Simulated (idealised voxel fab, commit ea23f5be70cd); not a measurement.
Module name: voxel wiring stack (process module)
The cross-section shown here is cut; it is 245 nm wide and divided into square cells measuring 5 nm on a side.
Throughout this document, each cross-section is represented as a grid of square cells and is presented as a sequence of bands enumerated from the top downward, where a band comprises one or more rows of cells. It is stipulated that each band's entry specify, in nanometres, the height of the top of the band and then that of its bottom, followed by the materials of the band in left-to-right sequence, each together with its width in nanometres. A single material marked by the word "throughout" is understood to fill the band from edge to edge; the word "air" is understood to denote empty space. Height is counted from the level 0, under which the received wafer is composed throughout of one material. The lowest of the bands is not closed at the bottom but continues downward, in the notation "z 0 and below". A width given as "30->40" starts at the first number in the band's top row and ends at the second number in its bottom row, shifting by an equal amount at every step from row to row. Key: "no change occurred" - step with no changed cell in the cross-section. Entry "Entrapped void list" = empty spaces >= 8 cells with no open way to the top; each as width x height at distance, distance from left edge, all nm. Heads up: the bit after the settings on a step's line is the simulator's remark on that step. Steps that use a mask can have "overlay nm" on their line. It says how far the mask sat to the right of where it was meant to be. Negative means to the left.

Listed below are the process steps as planned:
- 1: RECEIVE [material Si]
- 2: CONFORMAL_DEP [material SiO2] [thk nm 15]
- 3: CONFORMAL_DEP [material SiN] [thk nm 5]
- 4: DIRECTIONAL_DEP [material SiO2] [thk nm 20]
- 5: PATTERN [tone open] [mask id METAL_1] [material resist] [width nm 30] [pitch nm 50] [thk nm 15] [overlay nm 0]
- 6: DIRECTIONAL_ETCH [etch materials SiO2] [depth nm 20]
- 7: DIRECTIONAL_ETCH [etch materials SiN] [depth nm 5]
- 8: STRIP [etch materials resist]
- 9: CONFORMAL_DEP [material TiN] [thk nm 5]
- 10: FILL_DEP [material W] [thk nm 10]
- 11: CMP [height nm 40]
- 12: CONFORMAL_DEP [material SiCN] [thk nm 5]
- 13: DIRECTIONAL_DEP [material SiO2] [thk nm 20]
- 14: DIRECTIONAL_DEP [material aC] [thk nm 15]
- 15: PATTERN [tone open] [mask id PLUG_1] [material resist] [width nm 15] [pitch nm 50] [thk nm 30] [overlay nm 0]
- 16: DIRECTIONAL_ETCH [etch materials aC] [depth nm 15]
- 17: STRIP [etch materials resist]
- 18: DIRECTIONAL_ETCH [etch materials SiO2] [depth nm 20]
- 19: DIRECTIONAL_ETCH [etch materials SiCN] [depth nm 5]
- 20: STRIP [etch materials aC]
- 21: CONFORMAL_DEP [material TiN] [thk nm 5]
- 22: FILL_DEP [material Cu] [thk nm 5]
- 23: CMP [height nm 65]
- 24: DIRECTIONAL_DEP [material TiN] [thk nm 5]
- 25: DIRECTIONAL_DEP [material Ru] [thk nm 15]
- 26: MASKED_ETCH [tone cover] [mask id METAL_2] [width nm 30] [pitch nm 50] [etch materials Ru] [depth nm 15] [overlay nm 0]
- 27: MASKED_ETCH [tone cover] [mask id METAL_2] [width nm 30] [pitch nm 50] [etch materials TiN] [depth nm 5] [overlay nm 0]
- 28: FILL_DEP [material SiO2] [thk nm 10]
- 29: CMP [height nm 85]
- 30: CONFORMAL_DEP [material SiCN] [thk nm 5]
- 31: DIRECTIONAL_DEP [material lowk] [thk nm 10]
- 32: MASKED_ETCH [tone open] [mask id PLUG_2] [width nm 15] [pitch nm 50] [etch materials lowk] [depth nm 10] [overlay nm 0]
- 33: MASKED_ETCH [tone open] [mask id PLUG_2] [width nm 15] [pitch nm 50] [etch materials SiCN] [depth nm 5] [overlay nm 0]
- 34: EPI [material Ru] [thk nm 10]
- 35: EPI [material Ru] [thk nm 5]
- 36: DIRECTIONAL_DEP [material TiN] [thk nm 5]
- 37: DIRECTIONAL_DEP [material W] [thk nm 20]
- 38: PATTERN [tone cover] [mask id METAL_3] [material resist] [width nm 30] [pitch nm 50] [thk nm 15] [overlay nm 0]
- 39: DIRECTIONAL_ETCH [etch materials W] [depth nm 20]
- 40: DIRECTIONAL_ETCH [etch materials TiN] [depth nm 5]
- 41: STRIP [etch materials resist]
- 42: CONFORMAL_DEP [material SiCN] [thk nm 5]
- 43: FILL_DEP [material SiO2] [thk nm 5]
- 44: CMP [height nm 125]
- 45: CONFORMAL_DEP [material SiN] [thk nm 5]
For clarity, it should be stated that the wafers under discussion commence in an identical condition and differ with respect to the thk nm of step 36, the plan indicating the value that the first wafer had.

Received wafers, first of several: cross-section after step 1:
- z 0 and below = Si throughout
- Entrapped void list: none

First of several wafers: cross-section at the end of the module, after step 45, its last step:
- z 130 to 125 = SiN throughout
- z 125 to 105 = 50 SiO2, then 5 SiCN, then 30 W, then 5 SiCN, then 10 SiO2, then 5 SiCN, then 30 W, then 5 SiCN, then 10 SiO2, then 5 SiCN, then 30 W, then 5 SiCN, then 55 SiO2
- z 105 to 100 = 55 SiCN, then 30 TiN, then 20 SiCN, then 30 TiN, then 20 SiCN, then 30 TiN, then 60 SiCN
- z 100 to 90 = 55 lowk, then 15 Ru, then 35 lowk, then 15 Ru, then 35 lowk, then 15 Ru, then 75 lowk
- z 90 to 85 = 55 SiCN, then 15 Ru, then 35 SiCN, then 15 Ru, then 35 SiCN, then 15 Ru, then 75 SiCN
- z 85 to 70 = 55 SiO2, then 30 Ru, then 20 SiO2, then 30 Ru, then 20 SiO2, then 30 Ru, then 60 SiO2
- z 70 to 65 = 55 SiO2, then 30 TiN, then 20 SiO2, then 30 TiN, then 20 SiO2, then 30 TiN, then 60 SiO2
- z 65 to 45 = 55 SiO2, then 5 TiN, then 5 Cu, then 5 TiN, then 35 SiO2, then 5 TiN, then 5 Cu, then 5 TiN, then 35 SiO2, then 5 TiN, then 5 Cu, then 5 TiN, then 75 SiO2
- z 45 to 40 = 55 SiCN, then 15 TiN, then 35 SiCN, then 15 TiN, then 35 SiCN, then 15 TiN, then 75 SiCN
- z 40 to 20 = 55 SiO2, then 5 TiN, then 20 W, then 5 TiN, then 20 SiO2, then 5 TiN, then 20 W, then 5 TiN, then 20 SiO2, then 5 TiN, then 20 W, then 5 TiN, then 60 SiO2
- z 20 to 15 = 55 SiN, then 30 TiN, then 20 SiN, then 30 TiN, then 20 SiN, then 30 TiN, then 60 SiN
- z 15 to 0 = SiO2 throughout
- z 0 and below = Si throughout
- Entrapped void list: none

Last wafer, end of module, cross-section:
- z 130 to 125 = SiN throughout
- z 125 to 120 = 50 SiO2, then 5 SiCN, then 30 W, then 5 SiCN, then 10 SiO2, then 5 SiCN, then 30 W, then 5 SiCN, then 10 SiO2, then 5 SiCN, then 30 W, then 5 SiCN, then 55 SiO2
- z 120 to 115 = 55 SiCN, then 30 TiN, then 20 SiCN, then 30 TiN, then 20 SiCN, then 30 TiN, then 60 SiCN
- z 115 to 100 = TiN throughout
- z 100 to 90 = 55 lowk, then 15 Ru, then 35 lowk, then 15 Ru, then 35 lowk, then 15 Ru, then 75 lowk
- z 90 to 85 = 55 SiCN, then 15 Ru, then 35 SiCN, then 15 Ru, then 35 SiCN, then 15 Ru, then 75 SiCN
- z 85 to 70 = 55 SiO2, then 30 Ru, then 20 SiO2, then 30 Ru, then 20 SiO2, then 30 Ru, then 60 SiO2
- z 70 to 65 = 55 SiO2, then 30 TiN, then 20 SiO2, then 30 TiN, then 20 SiO2, then 30 TiN, then 60 SiO2
- z 65 to 45 = 55 SiO2, then 5 TiN, then 5 Cu, then 5 TiN, then 35 SiO2, then 5 TiN, then 5 Cu, then 5 TiN, then 35 SiO2, then 5 TiN, then 5 Cu, then 5 TiN, then 75 SiO2
- z 45 to 40 = 55 SiCN, then 15 TiN, then 35 SiCN, then 15 TiN, then 35 SiCN, then 15 TiN, then 75 SiCN
- z 40 to 20 = 55 SiO2, then 5 TiN, then 20 W, then 5 TiN, then 20 SiO2, then 5 TiN, then 20 W, then 5 TiN, then 20 SiO2, then 5 TiN, then 20 W, then 5 TiN, then 60 SiO2
- z 20 to 15 = 55 SiN, then 30 TiN, then 20 SiN, then 30 TiN, then 20 SiN, then 30 TiN, then 60 SiN
- z 15 to 0 = SiO2 throughout
- z 0 and below = Si throughout
- Entrapped void list: none

What follows is a table in which each wafer occupies a row; for the wafer as it stands at the close of the module, the row states, material by material, how many cells have been gained (+) or lost (-) since receipt, and then gives its closed voids:
thk nm 5, +12 Cu, +81 Ru, +135 SiCN, +80 SiN, +655 SiO2, +111 TiN, +120 W, +80 lowk, Entrapped void list: none
thk nm 10, +12 Cu, +81 Ru, +129 SiCN, +80 SiN, +630 SiO2, +160 TiN, +102 W, +80 lowk, Entrapped void list: none
thk nm 15, +12 Cu, +81 Ru, +123 SiCN, +80 SiN, +605 SiO2, +209 TiN, +84 W, +80 lowk, Entrapped void list: none
thk nm 20, +12 Cu, +81 Ru, +117 SiCN, +80 SiN, +580 SiO2, +258 TiN, +66 W, +80 lowk, Entrapped void list: none
